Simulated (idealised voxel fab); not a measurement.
Process module under the name voxel self aligned vias
It is cross-section cut that appears here, measuring 285 nm in width, its square cells being 5 nm in size.
Bands, listed from the top down, are how a cross-section gets written in this document; the cross-section itself is a grid of square cells, and a band is one or more rows of them. For a band, the entry starts with two heights in nm, that of the top and then that of the bottom, and carries on with the band's materials in order from left to right, each alongside its width in nm; the word "edge to edge" beside a single material means it fills the band edge to edge, and "air" means empty space. A quick word on heights: they are counted from 0, and under that level the wafer as it came to us is one material throughout. The lowest band is different from the rest in having no bottom; it simply continues downward, written as in "0 -> down". The two numbers in a width such as "30->40" mark its ends across the band: the first belongs to the top row of cells, the second to the bottom row, and from each row to the next the width moves by the same amount. It should be understood that the words "remained unchanged", when stated for a given step, signify that the cross-section underwent no change in any of its cells during that step. Voids, sealed: empty space of 8 cells or more with no open way to the top, each as width x height at its distance from the left edge, in nm. Anything after a step's settings on that line? It's the simulator's own note about the step. The line of a step may include "overlay nm". On a step with a mask, this value is how far to the right of its planned place the mask lay. A negative value means the mask lay to the left.

STEPS PLANNED FOR THE PROCESS
1 RECEIVE, material Si
2 CONFORMAL_DEP, material SiO2, thk nm 10
3 CONFORMAL_DEP, material SiCN, thk nm 5
4 DIRECTIONAL_DEP, material lowk, thk nm 25
5 PATTERN, tone open, mask id LINES, material resist, width nm 25, pitch nm 70, thk nm 15, overlay nm 0
6 DIRECTIONAL_ETCH, etch materials lowk, depth nm 25
7 STRIP, etch materials resist
8 CONFORMAL_DEP, material TiN, thk nm 5
9 FILL_DEP, material Ru, thk nm 10
10 CMP, height nm 40
11 SELECTIVE_ETCH, etch materials W Ru TiN, depth nm 5
12 FILL_DEP, material SiN, thk nm 10
13 CMP, height nm 40
14 DIRECTIONAL_DEP, material lowk, thk nm 20
15 DIRECTIONAL_DEP, material aC, thk nm 15
16 PATTERN, tone open, mask id VIAS, material resist, width nm 45, pitch nm 70, thk nm 30, overlay nm 0
17 DIRECTIONAL_ETCH, etch materials aC, depth nm 15
18 STRIP, etch materials resist
19 DIRECTIONAL_ETCH, etch materials lowk, depth nm 20
20 DIRECTIONAL_ETCH, etch materials SiN, depth nm 5
21 STRIP, etch materials aC
22 CONFORMAL_DEP, material TiN, thk nm 5
23 FILL_DEP, material Cu, thk nm 10
24 CMP, height nm 60
25 CONFORMAL_DEP, material SiCN, thk nm 5

OF TWO WAFERS, THE FIRST: RUN ACCORDING TO PLAN

SHOWN IN CROSS-SECTION IS THE WAFER AS RECEIVED, THAT IS, AS IT STANDS AFTER STEP 1
    0 -> down  Si edge to edge
    Voids, sealed: none

STATE OF THE WAFER AFTER STEP 2, SHOWN IN CROSS-SECTION
    10 -> 0  SiO2 edge to edge
    Below a height of 0, the structure has not been altered.

STATE OF THE WAFER AFTER STEP 3, SHOWN IN CROSS-SECTION
    15 -> 10  SiCN edge to edge
    Below a height of 10, the structure has not been altered.

STATE OF THE WAFER AFTER STEP 4, SHOWN IN CROSS-SECTION
    40 -> 15  lowk edge to edge
    Below a height of 15, the structure has not been altered.

STATE OF THE WAFER AFTER STEP 5, SHOWN IN CROSS-SECTION
    55 -> 40  resist 95; air 25; resist 45; air 25; resist 95
    Below a height of 40, the structure has not been altered.

STATE OF THE WAFER AFTER STEP 6, SHOWN IN CROSS-SECTION
    55 -> 40  resist 95; air 25; resist 45; air 25; resist 95
    40 -> 15  lowk 95; air 25; lowk 45; air 25; lowk 95
    Below a height of 15, the structure has not been altered.

STATE OF THE WAFER AFTER STEP 7, SHOWN IN CROSS-SECTION
    40 -> 15  lowk 95; air 25; lowk 45; air 25; lowk 95
    Below a height of 15, the structure has not been altered.

STATE OF THE WAFER AFTER STEP 8, SHOWN IN CROSS-SECTION
    45 -> 40  TiN 100; air 15; TiN 55; air 15; TiN 100
    40 -> 20  lowk 95; TiN 5; air 15; TiN 5; lowk 45; TiN 5; air 15; TiN 5; lowk 95
    20 -> 15  lowk 95; TiN 25; lowk 45; TiN 25; lowk 95
    Below a height of 15, the structure has not been altered.

STATE OF THE WAFER AFTER STEP 9, SHOWN IN CROSS-SECTION
    55 -> 45  Ru edge to edge
    45 -> 40  TiN 100; Ru 15; TiN 55; Ru 15; TiN 100
    40 -> 20  lowk 95; TiN 5; Ru 15; TiN 5; lowk 45; TiN 5; Ru 15; TiN 5; lowk 95
    Below a height of 20, the structure has not been altered.

STATE OF THE WAFER AFTER STEP 10, SHOWN IN CROSS-SECTION
    40 -> 20  lowk 95; TiN 5; Ru 15; TiN 5; lowk 45; TiN 5; Ru 15; TiN 5; lowk 95
    Below a height of 20, the structure has not been altered.

STATE OF THE WAFER AFTER STEP 11, SHOWN IN CROSS-SECTION
    40 -> 35  lowk 95; air 25; lowk 45; air 25; lowk 95
    Below a height of 35, the structure has not been altered.

STATE OF THE WAFER AFTER STEP 12, SHOWN IN CROSS-SECTION
    50 -> 40  SiN edge to edge
    40 -> 35  lowk 95; SiN 25; lowk 45; SiN 25; lowk 95
    Below a height of 35, the structure has not been altered.

STATE OF THE WAFER AFTER STEP 13, SHOWN IN CROSS-SECTION
    40 -> 35  lowk 95; SiN 25; lowk 45; SiN 25; lowk 95
    Below a height of 35, the structure has not been altered.

STATE OF THE WAFER AFTER STEP 14, SHOWN IN CROSS-SECTION
    60 -> 40  lowk edge to edge
    Below a height of 40, the structure has not been altered.

STATE OF THE WAFER AFTER STEP 15, SHOWN IN CROSS-SECTION
    75 -> 60  aC edge to edge
    Below a height of 60, the structure has not been altered.

STATE OF THE WAFER AFTER STEP 16, SHOWN IN CROSS-SECTION
    105 -> 75  resist 85; air 45; resist 25; air 45; resist 85
    Below a height of 75, the structure has not been altered.

STATE OF THE WAFER AFTER STEP 17, SHOWN IN CROSS-SECTION
    90 -> 75  resist 85; air 45; resist 25; air 45; resist 85
    75 -> 60  aC 85; air 45; aC 25; air 45; aC 85
    Below a height of 60, the structure has not been altered.

STATE OF THE WAFER AFTER STEP 18, SHOWN IN CROSS-SECTION
    75 -> 60  aC 85; air 45; aC 25; air 45; aC 85
    Below a height of 60, the structure has not been altered.

STATE OF THE WAFER AFTER STEP 19, SHOWN IN CROSS-SECTION
    75 -> 60  aC 85; air 45; aC 25; air 45; aC 85
    60 -> 40  lowk 85; air 45; lowk 25; air 45; lowk 85
    Below a height of 40, the structure has not been altered.

STATE OF THE WAFER AFTER STEP 20, SHOWN IN CROSS-SECTION
    75 -> 60  aC 85; air 45; aC 25; air 45; aC 85
    60 -> 40  lowk 85; air 45; lowk 25; air 45; lowk 85
    40 -> 35  lowk 95; air 25; lowk 45; air 25; lowk 95
    Below a height of 35, the structure has not been altered.

STATE OF THE WAFER AFTER STEP 21, SHOWN IN CROSS-SECTION
    60 -> 40  lowk 85; air 45; lowk 25; air 45; lowk 85
    Below a height of 40, the structure has not been altered.

STATE OF THE WAFER AFTER STEP 22, SHOWN IN CROSS-SECTION
    65 -> 60  TiN 90; air 35; TiN 35; air 35; TiN 90
    60 -> 45  lowk 85; TiN 5; air 35; TiN 5; lowk 25; TiN 5; air 35; TiN 5; lowk 85
    45 -> 40  lowk 85; TiN 15; air 15; TiN 15; lowk 25; TiN 15; air 15; TiN 15; lowk 85
    40 -> 35  lowk 95; TiN 25; lowk 45; TiN 25; lowk 95
    Below a height of 35, the structure has not been altered.

STATE OF THE WAFER AFTER STEP 23, SHOWN IN CROSS-SECTION
    75 -> 65  Cu edge to edge
    65 -> 60  TiN 90; Cu 35; TiN 35; Cu 35; TiN 90
    60 -> 45  lowk 85; TiN 5; Cu 35; TiN 5; lowk 25; TiN 5; Cu 35; TiN 5; lowk 85
    45 -> 40  lowk 85; TiN 15; Cu 15; TiN 15; lowk 25; TiN 15; Cu 15; TiN 15; lowk 85
    Below a height of 40, the structure has not been altered.

STATE OF THE WAFER AFTER STEP 24, SHOWN IN CROSS-SECTION
    60 -> 45  lowk 85; TiN 5; Cu 35; TiN 5; lowk 25; TiN 5; Cu 35; TiN 5; lowk 85
    Below a height of 45, the structure has not been altered.

STATE OF THE WAFER AFTER STEP 25, SHOWN IN CROSS-SECTION
    65 -> 60  SiCN edge to edge
    Below a height of 60, the structure has not been altered.

COMPANION WAFER, THE SECOND OF TWO: SAME BEGINNING, SAME INTENDED SEQUENCE, ONE MISTAKE IN CARRYING IT OUT; THROUGH STEP 4 INCLUSIVE IT TRACKS THE FIRST EXACTLY

SECOND WAFER, CROSS-SECTION, PLANNED END OF STEP 5
    55 -> 40  resist 85; air 25; resist 45; air 25; resist 105
    Below a height of 40, the structure has not been altered.

SECOND WAFER, CROSS-SECTION, PLANNED END OF STEP 6
    55 -> 40  resist 85; air 25; resist 45; air 25; resist 105
    40 -> 15  lowk 85; air 25; lowk 45; air 25; lowk 105
    Below a height of 15, the structure has not been altered.

SECOND WAFER, CROSS-SECTION, PLANNED END OF STEP 7
    40 -> 15  lowk 85; air 25; lowk 45; air 25; lowk 105
    Below a height of 15, the structure has not been altered.

SECOND WAFER, CROSS-SECTION, PLANNED END OF STEP 8
    45 -> 40  TiN 90; air 15; TiN 55; air 15; TiN 110
    40 -> 20  lowk 85; TiN 5; air 15; TiN 5; lowk 45; TiN 5; air 15; TiN 5; lowk 105
    20 -> 15  lowk 85; TiN 25; lowk 45; TiN 25; lowk 105
    Below a height of 15, the structure has not been altered.

SECOND WAFER, CROSS-SECTION, PLANNED END OF STEP 9
    55 -> 45  Ru edge to edge
    45 -> 40  TiN 90; Ru 15; TiN 55; Ru 15; TiN 110
    40 -> 20  lowk 85; TiN 5; Ru 15; TiN 5; lowk 45; TiN 5; Ru 15; TiN 5; lowk 105
    Below a height of 20, the structure has not been altered.

SECOND WAFER, CROSS-SECTION, PLANNED END OF STEP 10
    40 -> 20  lowk 85; TiN 5; Ru 15; TiN 5; lowk 45; TiN 5; Ru 15; TiN 5; lowk 105
    Below a height of 20, the structure has not been altered.

SECOND WAFER, CROSS-SECTION, PLANNED END OF STEP 11
    40 -> 35  lowk 85; air 25; lowk 45; air 25; lowk 105
    Below a height of 35, the structure has not been altered.

SECOND WAFER, CROSS-SECTION, PLANNED END OF STEP 12
    50 -> 40  SiN edge to edge
    40 -> 35  lowk 85; SiN 25; lowk 45; SiN 25; lowk 105
    Below a height of 35, the structure has not been altered.

SECOND WAFER, CROSS-SECTION, PLANNED END OF STEP 13
    40 -> 35  lowk 85; SiN 25; lowk 45; SiN 25; lowk 105
    Below a height of 35, the structure has not been altered.

SECOND WAFER, CROSS-SECTION, PLANNED END OF STEP 14
    60 -> 40  lowk edge to edge
    Below a height of 40, the structure has not been altered.

SECOND WAFER, CROSS-SECTION, PLANNED END OF STEP 15
    75 -> 60  aC edge to edge
    Below a height of 60, the structure has not been altered.

SECOND WAFER, CROSS-SECTION, PLANNED END OF STEP 16
    105 -> 75  resist 85; air 45; resist 25; air 45; resist 85
    Below a height of 75, the structure has not been altered.

SECOND WAFER, CROSS-SECTION, PLANNED END OF STEP 17
    90 -> 75  resist 85; air 45; resist 25; air 45; resist 85
    75 -> 60  aC 85; air 45; aC 25; air 45; aC 85
    Below a height of 60, the structure has not been altered.

SECOND WAFER, CROSS-SECTION, PLANNED END OF STEP 18
    75 -> 60  aC 85; air 45; aC 25; air 45; aC 85
    Below a height of 60, the structure has not been altered.

SECOND WAFER, CROSS-SECTION, PLANNED END OF STEP 19
    75 -> 60  aC 85; air 45; aC 25; air 45; aC 85
    60 -> 40  lowk 85; air 45; lowk 25; air 45; lowk 85
    Below a height of 40, the structure has not been altered.

SECOND WAFER, CROSS-SECTION, PLANNED END OF STEP 20
    75 -> 60  aC 85; air 45; aC 25; air 45; aC 85
    60 -> 40  lowk 85; air 45; lowk 25; air 45; lowk 85
    40 -> 35  lowk 85; air 25; lowk 45; air 25; lowk 105
    Below a height of 35, the structure has not been altered.

SECOND WAFER, CROSS-SECTION, PLANNED END OF STEP 21
    60 -> 40  lowk 85; air 45; lowk 25; air 45; lowk 85
    Below a height of 40, the structure has not been altered.

SECOND WAFER, CROSS-SECTION, PLANNED END OF STEP 22
    65 -> 60  TiN 90; air 35; TiN 35; air 35; TiN 90
    60 -> 45  lowk 85; TiN 5; air 35; TiN 5; lowk 25; TiN 5; air 35; TiN 5; lowk 85
    45 -> 40  lowk 85; TiN 5; air 15; TiN 25; lowk 25; TiN 5; air 15; TiN 25; lowk 85
    40 -> 35  lowk 85; TiN 25; lowk 45; TiN 25; lowk 105
    Below a height of 35, the structure has not been altered.

SECOND WAFER, CROSS-SECTION, PLANNED END OF STEP 23
    75 -> 65  Cu edge to edge
    65 -> 60  TiN 90; Cu 35; TiN 35; Cu 35; TiN 90
    60 -> 45  lowk 85; TiN 5; Cu 35; TiN 5; lowk 25; TiN 5; Cu 35; TiN 5; lowk 85
    45 -> 40  lowk 85; TiN 5; Cu 15; TiN 25; lowk 25; TiN 5; Cu 15; TiN 25; lowk 85
    Below a height of 40, the structure has not been altered.

SECOND WAFER, CROSS-SECTION, PLANNED END OF STEP 24
    60 -> 45  lowk 85; TiN 5; Cu 35; TiN 5; lowk 25; TiN 5; Cu 35; TiN 5; lowk 85
    Below a height of 45, the structure has not been altered.

SECOND WAFER, CROSS-SECTION, PLANNED END OF STEP 25
    65 -> 60  SiCN edge to edge
    Below a height of 60, the structure has not been altered.
Short version of what went wrong: so step 5 ended up running with a different setting than we planned, it ran as PATTERN, tone open, mask id LINES, material resist, width nm 25, pitch nm 70, thk nm 15, overlay nm -10
The concluding comparison shows that, measured in cells, each material is equally abundant on both wafers, albeit at different positions.
